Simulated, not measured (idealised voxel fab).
Module name: voxel transistor to metal (process module)
The cross-section on display is named cut; it measures 165 nm wide, and its cells are 5 nm squares.
Bands, listed from the top down, are how a cross-section gets written in this document; the cross-section itself is a grid of square cells, and a band is one or more rows of them.
Read a band's entry like this: the first values are the height of its top and the height of its bottom in nm, and what follows is the sequence of materials from left to right, each with its width in nm. Note that "blank" is empty space, and that a single material marked "all across" reaches across the band from edge to edge.
The level at which height equals 0 is the one under which the wafer, as it arrives, is entirely one material. No lower edge exists for the bottom band, which continues downward and is notated as in "0 -> down".
The expression "30 to 40" gives the width at the extremes of the band, the first number at its top row of cells and the second at its bottom row, with the width changing by equal amounts from each row to the next in between.
"no alteration", as given for a step, is the statement that not any cell of the cross-section underwent a change during that step.
"Closed void catalog" contains a list of empty spaces, each no smaller than 8 cells and without an open way to the top, written in the form width x height at distance with the distance from the left edge and all three in nm.
The remark found on a step's line after its settings is issued by the simulator itself and pertains to that step.
overlay nm: for a step with a mask, the amount by which the mask lay right of where it was planned; a negative amount means left of it.

## Steps in the process plan
| 1 | RECEIVE with material Si |
| 2 | CONFORMAL_DEP with material SiO2, thk nm 5 |
| 3 | CONFORMAL_DEP with material SiN, thk nm 15 |
| 4 | MASKED_ETCH with tone cover, mask id ACTIVE, width nm 105, etch materials SiN, depth nm 15, overlay nm 0 |
| 5 | MASKED_ETCH with tone cover, mask id ACTIVE, width nm 105, etch materials SiO2, depth nm 5, overlay nm 0 |
| 6 | MASKED_ETCH with tone cover, mask id ACTIVE, width nm 105, etch materials Si, depth nm 25, overlay nm 0 |
| 7 | FILL_DEP with material SiO2, thk nm 15 |
| 8 | CMP with height nm 20 |
| 9 | SELECTIVE_ETCH with etch materials SiO2, depth nm 10 |
| 10 | STRIP with etch materials SiN |
| 11 | SELECTIVE_ETCH with etch materials SiO2, depth nm 5 |
| 12 | OXIDIZE with depth nm 5 |
| 13 | DIRECTIONAL_DEP with material polySi, thk nm 20 |
| 14 | DIRECTIONAL_DEP with material SiCN, thk nm 15 |
| 15 | DIRECTIONAL_DEP with material aC, thk nm 10 |
| 16 | PATTERN with tone cover, mask id GATE, material resist, width nm 35, thk nm 25, overlay nm 0 |
| 17 | DIRECTIONAL_ETCH with etch materials aC, depth nm 10 |
| 18 | STRIP with etch materials resist |
| 19 | DIRECTIONAL_ETCH with etch materials SiCN, depth nm 25 |
| 20 | DIRECTIONAL_ETCH with etch materials polySi, depth nm 30 |
| 21 | STRIP with etch materials aC |
| 22 | CONFORMAL_DEP with material SiO2, thk nm 5 |
| 23 | DIRECTIONAL_ETCH with etch materials SiO2, depth nm 5 |
| 24 | CONFORMAL_DEP with material SiN, thk nm 10 |
| 25 | DIRECTIONAL_ETCH with etch materials SiN, depth nm 10 |
| 26 | DIRECTIONAL_ETCH with etch materials SiO2, depth nm 5 |
| 27 | DIRECTIONAL_ETCH with etch materials Si, depth nm 5 |
| 28 | EPI with material nSi, thk nm 10 |
| 29 | FILL_DEP with material SiO2, thk nm 10 |
| 30 | CMP with height nm 20 |
| 31 | STRIP with etch materials polySi |
| 32 | SELECTIVE_ETCH with etch materials SiO2, depth nm 5 |
| 33 | CONFORMAL_DEP with material HfO2, thk nm 5 |
| 34 | CONFORMAL_DEP with material TiN, thk nm 5 |
| 35 | FILL_DEP with material W, thk nm 10 |
| 36 | CMP with height nm 15 |
| 37 | DIRECTIONAL_DEP with material SiO2, thk nm 10 |
| 38 | MASKED_ETCH with tone open, mask id CONTACT, width nm 15, pitch nm 80, etch materials SiO2, depth nm 20, overlay nm 0 |
| 39 | CONFORMAL_DEP with material TiN, thk nm 5 |
| 40 | FILL_DEP with material W, thk nm 5 |
| 41 | CMP with height nm 25 |
| 42 | CONFORMAL_DEP with material SiCN, thk nm 5 |
| 43 | DIRECTIONAL_DEP with material SiO2, thk nm 20 |
| 44 | DIRECTIONAL_DEP with material aC, thk nm 10 |
| 45 | PATTERN with tone open, mask id METAL_1, material resist, width nm 15, pitch nm 80, thk nm 25, overlay nm 0 |
| 46 | DIRECTIONAL_ETCH with etch materials aC, depth nm 10 |
| 47 | STRIP with etch materials resist |
| 48 | DIRECTIONAL_ETCH with etch materials SiO2, depth nm 20 |
| 49 | DIRECTIONAL_ETCH with etch materials SiCN, depth nm 5 |
| 50 | STRIP with etch materials aC |
| 51 | CONFORMAL_DEP with material TiN, thk nm 5 |
| 52 | FILL_DEP with material Cu, thk nm 10 |
| 53 | CMP with height nm 50 |
| 54 | CONFORMAL_DEP with material SiCN, thk nm 5 |
| 55 | DIRECTIONAL_DEP with material lowk, thk nm 25 |
| 56 | MASKED_ETCH with tone open, mask id METAL_2, width nm 15, pitch nm 80, etch materials lowk, depth nm 15, overlay nm 0 |
| 57 | MASKED_ETCH with tone open, mask id METAL_2_HOLES, width nm 15, pitch nm 80, etch materials lowk, depth nm 10, overlay nm 0 |
| 58 | MASKED_ETCH with tone open, mask id METAL_2_HOLES, width nm 15, pitch nm 80, etch materials SiCN, depth nm 5, overlay nm 0 |
| 59 | CONFORMAL_DEP with material TiN, thk nm 5 |
| 60 | FILL_DEP with material Ru, thk nm 5 |
| 61 | CMP with height nm 80 |
| 62 | CONFORMAL_DEP with material SiCN, thk nm 5 |

## Cross-section of the wafer at receipt, which is the condition after step 1
- 0 -> down  Si all across
- Closed void catalog: none

## first wafer at the end, as planned
- 85 -> 80  SiCN all across
- 80 -> 55  35 of lowk  5 of TiN  5 of Ru  5 of TiN  65 of lowk  5 of TiN  5 of Ru  5 of TiN  35 of lowk
- 55 -> 50  35 of SiCN  15 of TiN  65 of SiCN  15 of TiN  35 of SiCN
- 50 -> 30  35 of SiO2  5 of TiN  5 of Cu  5 of TiN  65 of SiO2  5 of TiN  5 of Cu  5 of TiN  35 of SiO2
- 30 -> 25  35 of SiCN  15 of TiN  65 of SiCN  15 of TiN  35 of SiCN
- 25 -> 15  35 of SiO2  5 of TiN  5 of W  5 of TiN  65 of SiO2  5 of TiN  5 of W  5 of TiN  35 of SiO2
- 15 -> 10  35 of SiO2  5 of TiN  5 of W  5 of TiN  10 of SiN  5 of HfO2  5 of TiN  25 of W  5 of TiN  5 of HfO2  10 of SiN  5 of TiN  5 of W  5 of TiN  35 of SiO2
- 10 -> 5  35 of SiO2  15 of TiN  10 of SiN  5 of HfO2  5 of TiN  25 of W  5 of TiN  5 of HfO2  10 of SiN  15 of TiN  35 of SiO2
- 5 -> 0  30 of SiO2  10 of SiN  10 of nSi  10 of SiN  5 of HfO2  35 of TiN  5 of HfO2  10 of SiN  10 of nSi  10 of SiN  30 of SiO2
- 0 -> -5  40 of SiO2  10 of nSi  10 of SiO2  45 of HfO2  10 of SiO2  10 of nSi  40 of SiO2
- -5 -> -10  30 of SiO2  10 of Si  10 of nSi  65 of Si  10 of nSi  10 of Si  30 of SiO2
- -10 -> -25  30 of SiO2  105 of Si  30 of SiO2
- -25 -> down  Si all across
- Closed void catalog: none

## What the second wafer looks like in cross-section once the module is done. Its start and its plan matched the first wafer's exactly; what differed was one mistake in how it was run
- 85 -> 80  SiCN all across
- 80 -> 70  35 of lowk  5 of TiN  5 of Ru  5 of TiN  65 of lowk  5 of TiN  5 of Ru  5 of TiN  35 of lowk
- 70 -> 65  35 of SiCN  15 of TiN  65 of SiCN  15 of TiN  35 of SiCN
- 65 -> 55  Cu all across
- 55 -> 50  40 of TiN  5 of Cu  75 of TiN  5 of Cu  40 of TiN
- 50 -> 30  35 of SiO2  5 of TiN  5 of Cu  5 of TiN  65 of SiO2  5 of TiN  5 of Cu  5 of TiN  35 of SiO2
- 30 -> 25  35 of SiCN  15 of TiN  65 of SiCN  15 of TiN  35 of SiCN
- 25 -> 15  35 of SiO2  5 of TiN  5 of W  5 of TiN  65 of SiO2  5 of TiN  5 of W  5 of TiN  35 of SiO2
- 15 -> 10  35 of SiO2  5 of TiN  5 of W  5 of TiN  10 of SiN  5 of HfO2  5 of TiN  25 of W  5 of TiN  5 of HfO2  10 of SiN  5 of TiN  5 of W  5 of TiN  35 of SiO2
- 10 -> 5  35 of SiO2  15 of TiN  10 of SiN  5 of HfO2  5 of TiN  25 of W  5 of TiN  5 of HfO2  10 of SiN  15 of TiN  35 of SiO2
- 5 -> 0  30 of SiO2  10 of SiN  10 of nSi  10 of SiN  5 of HfO2  35 of TiN  5 of HfO2  10 of SiN  10 of nSi  10 of SiN  30 of SiO2
- 0 -> -5  40 of SiO2  10 of nSi  10 of SiO2  45 of HfO2  10 of SiO2  10 of nSi  40 of SiO2
- -5 -> -10  30 of SiO2  10 of Si  10 of nSi  65 of Si  10 of nSi  10 of Si  30 of SiO2
- -10 -> -25  30 of SiO2  105 of Si  30 of SiO2
- -25 -> down  Si all across
- Closed void catalog: none
Error vs. plan: plan step 53 was not performed, having been skipped
Wrapping up, a cell-based count of both wafers puts the second over or under the first for these materials: 68 more of Cu; 6 fewer of Ru; 19 more of TiN; 81 fewer of lowk
